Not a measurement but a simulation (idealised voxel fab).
Name of the process module below: voxel fin reveal
Square cells of 5 nm make up the cross-section cut, whose width is 300 nm.
Cross-section, as written here: a square-cell grid given band by band from the top down, where a band holds one or more rows of cells. Basically the band line says how high the top is and how high the bottom is, in nm, and then what's in it from left to right, every material with its width in nm. Empty space shows up as "air", and if a single material carries "throughout" it runs the full band edge to edge. Height is counted from the level 0, under which the received wafer is composed throughout of one material. The lowest of the bands is not closed at the bottom but continues downward, in the notation "top 0, no bottom". The notation "30..40" denotes a width that varies across the rows of cells in the band, beginning at the first number in the top row, finishing at the second number in the bottom row, and changing by an identical amount from each row to the next. Reading "stayed the same" for a step: not a cell of the cross-section changed in it. Each empty space that has no open way to the top and spans at least 8 cells appears under "Closed internal voids" as width x height at distance, the distance counted from the left edge, all in nm. If you see something after the settings on a step's line, that's the simulator's own remark about that step. You can add "overlay nm" to a step's line. For a step with a mask, it describes how far the mask lay to the right of its planned position, and a negative number describes a lay to the left.
Process steps - plan
1 RECEIVE: material Si
2 CONFORMAL_DEP: material SiN, thk nm 10
3 MASKED_ETCH: tone cover, mask id FINS, width nm 15, pitch nm 35, etch materials SiN, depth nm 10, overlay nm 0
4 MASKED_ETCH: tone cover, mask id FINS, width nm 15, pitch nm 35, etch materials Si, depth nm 30, overlay nm 0
5 OXIDIZE: depth nm 5
6 FILL_DEP: material SiO2, thk nm 10
7 CMP: height nm 10
8 SELECTIVE_ETCH: etch materials SiO2, depth nm 25
9 STRIP: etch materials SiN
The first wafer of two, processed as planned
Cross-section, incoming material, after step 1
* top 0, no bottom = Si throughout
* Closed internal voids: none
Cross-section through the wafer, step 2 finished
* top 10, bottom 0 = SiN throughout
* Lower than 0, everything is as it was.
Cross-section through the wafer, step 3 finished
* top 10, bottom 0 = 90 air, 15 SiN, 20 air, 15 SiN, 20 air, 15 SiN, 20 air, 15 SiN, 90 air
* Lower than 0, everything is as it was.
Cross-section through the wafer, step 4 finished
* top 10, bottom 0 = 90 air, 15 SiN, 20 air, 15 SiN, 20 air, 15 SiN, 20 air, 15 SiN, 90 air
* top 0, bottom -30 = 90 air, 15 Si, 20 air, 15 Si, 20 air, 15 Si, 20 air, 15 Si, 90 air
* Lower than -30, everything is as it was.
Cross-section through the wafer, step 5 finished
* top 10, bottom 0 = 90 air, 15 SiN, 20 air, 15 SiN, 20 air, 15 SiN, 20 air, 15 SiN, 90 air
* top 0, bottom -30 = 90 air, 5 SiO2, 5 Si, 5 SiO2, 20 air, 5 SiO2, 5 Si, 5 SiO2, 20 air, 5 SiO2, 5 Si, 5 SiO2, 20 air, 5 SiO2, 5 Si, 5 SiO2, 90 air
* top -30, bottom -35 = 95 SiO2, 5 Si, 30 SiO2, 5 Si, 30 SiO2, 5 Si, 30 SiO2, 5 Si, 95 SiO2
* Lower than -35, everything is as it was.
Cross-section through the wafer, step 6 finished
* top 20, bottom 10 = SiO2 throughout
* top 10, bottom 0 = 90 SiO2, 15 SiN, 20 SiO2, 15 SiN, 20 SiO2, 15 SiN, 20 SiO2, 15 SiN, 90 SiO2
* top 0, bottom -35 = 95 SiO2, 5 Si, 30 SiO2, 5 Si, 30 SiO2, 5 Si, 30 SiO2, 5 Si, 95 SiO2
* Lower than -35, everything is as it was.
Cross-section through the wafer, step 7 finished
* top 10, bottom 0 = 90 SiO2, 15 SiN, 20 SiO2, 15 SiN, 20 SiO2, 15 SiN, 20 SiO2, 15 SiN, 90 SiO2
* Lower than 0, everything is as it was.
Cross-section through the wafer, step 8 finished
* top 10, bottom 0 = 90 air, 15 SiN, 20 air, 15 SiN, 20 air, 15 SiN, 20 air, 15 SiN, 90 air
* top 0, bottom -15 = 95 air, 5 Si, 30 air, 5 Si, 30 air, 5 Si, 30 air, 5 Si, 95 air
* Lower than -15, everything is as it was.
Cross-section through the wafer, step 9 finished
* top 0, bottom -15 = 95 air, 5 Si, 30 air, 5 Si, 30 air, 5 Si, 30 air, 5 Si, 95 air
* Lower than -15, everything is as it was.
The second wafer began exactly as the first did and followed the same plan, but one mistake was made while running it; through step 7 inclusive, the two wafers are identical
The second wafer in cross-section, at the planned close of step 8
* top 10, bottom 0 = 90 SiO2, 15 air, 20 SiO2, 15 air, 20 SiO2, 15 air, 20 SiO2, 15 air, 90 SiO2
* Lower than 0, everything is as it was.
The second wafer in cross-section, at the planned close of step 9
* top 0, bottom -15 = 95 air, 5 Si, 30 air, 5 Si, 30 air, 5 Si, 30 air, 5 Si, 95 air
* top -15, bottom -25 = 65 SiO2, 30 air, 5 Si, 30 air, 5 Si, 30 air, 5 Si, 30 air, 5 Si, 30 air, 65 SiO2
* Lower than -25, everything is as it was.
Misprocessing identified: so 8 and 9 got swapped relative to the plan, each ran where the other was supposed to
Final comparison by cell count, materials where the second wafer has more or fewer than the first: 60 fewer of SiO2
